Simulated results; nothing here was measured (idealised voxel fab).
voxel self aligned vias: a process module
The width of the displayed cross-section, cut, is 300 nm; its cells are square, with a size of 5 nm.
Cross-sections here: square-cell grids, written as top-down lists of bands, a band being one or more rows of cells. The band entry comprises the height of the band's top followed by the height of its bottom, expressed in nm, and subsequently the band's materials from left to right, each stated together with its width in nm. Where a single material is marked with the word "edge to edge", that material fills the band from edge to edge. The word "empty" represents empty space. Measure heights from 0. That's the level where, below it, the as-received wafer is all one material. The lowest band is bottomless and extends downward; write it as in "from 0 down". Top row gets the first number, bottom row gets the second, and each row in between changes by the same step: that is how a band width like "30 to 40" works. The designation "all unchanged", where it is given for a processing step, indicates that no cell of the cross-section was altered in the course of that step. Enclosed voids (no open way to top), threshold 8 cells or more, entry "Closed void register", notation width x height at distance, distance from left edge, nm. Post-settings text on a step line: simulator's own remark regarding the step. overlay nm: right-of-plan distance of the mask on a masked step; negative values mean left-of-plan.
## The process steps that were planned are listed below
- 1: RECEIVE: material Si
- 2: CONFORMAL_DEP: material SiO2, thk nm 15
- 3: CONFORMAL_DEP: material SiCN, thk nm 5
- 4: DIRECTIONAL_DEP: material SiO2, thk nm 30
- 5: MASKED_ETCH: tone open, mask id LINES, width nm 30, pitch nm 55, etch materials SiO2, depth nm 30, overlay nm 0
- 6: CONFORMAL_DEP: material TiN, thk nm 5
- 7: FILL_DEP: material Ru, thk nm 10
- 8: CMP: height nm 50
- 9: SELECTIVE_ETCH: etch materials W Ru TiN, depth nm 10
- 10: FILL_DEP: material SiN, thk nm 5
- 11: CMP: height nm 50
- 12: DIRECTIONAL_DEP: material SiO2, thk nm 15
- 13: PATTERN: tone open, mask id VIAS, material resist, width nm 30, pitch nm 110, thk nm 20, overlay nm 0
- 14: DIRECTIONAL_ETCH: etch materials SiO2, depth nm 15
- 15: DIRECTIONAL_ETCH: etch materials SiN, depth nm 10
- 16: STRIP: etch materials resist
- 17: CONFORMAL_DEP: material TiN, thk nm 5
- 18: FILL_DEP: material Cu, thk nm 5
- 19: CMP: height nm 65
- 20: CONFORMAL_DEP: material SiN, thk nm 5
The plan shows the width nm of step 13 as the first wafer had it; this setting differs between the wafers, which start out alike.
## Sectional view: first of several wafers, as received, after step 1
    from 0 down = Si edge to edge
    Closed void register: none
## End of module, by wafer: material-by-material cell gain (+) or loss (-) since receipt, then closed voids
width nm 30, +32 Cu, +36 Ru, +60 SiCN, +72 SiN, +576 SiO2, +64 TiN, Closed void register: none
width nm 35, +36 Cu, +36 Ru, +60 SiCN, +72 SiN, +570 SiO2, +66 TiN, Closed void register: none
width nm 40, +40 Cu, +36 Ru, +60 SiCN, +72 SiN, +564 SiO2, +68 TiN, Closed void register: none
width nm 45, +44 Cu, +36 Ru, +60 SiCN, +72 SiN, +558 SiO2, +70 TiN, Closed void register: none
width nm 50, +48 Cu, +36 Ru, +60 SiCN, +72 SiN, +552 SiO2, +72 TiN, Closed void register: none
width nm 55, +52 Cu, +36 Ru, +60 SiCN, +72 SiN, +546 SiO2, +74 TiN, Closed void register: none
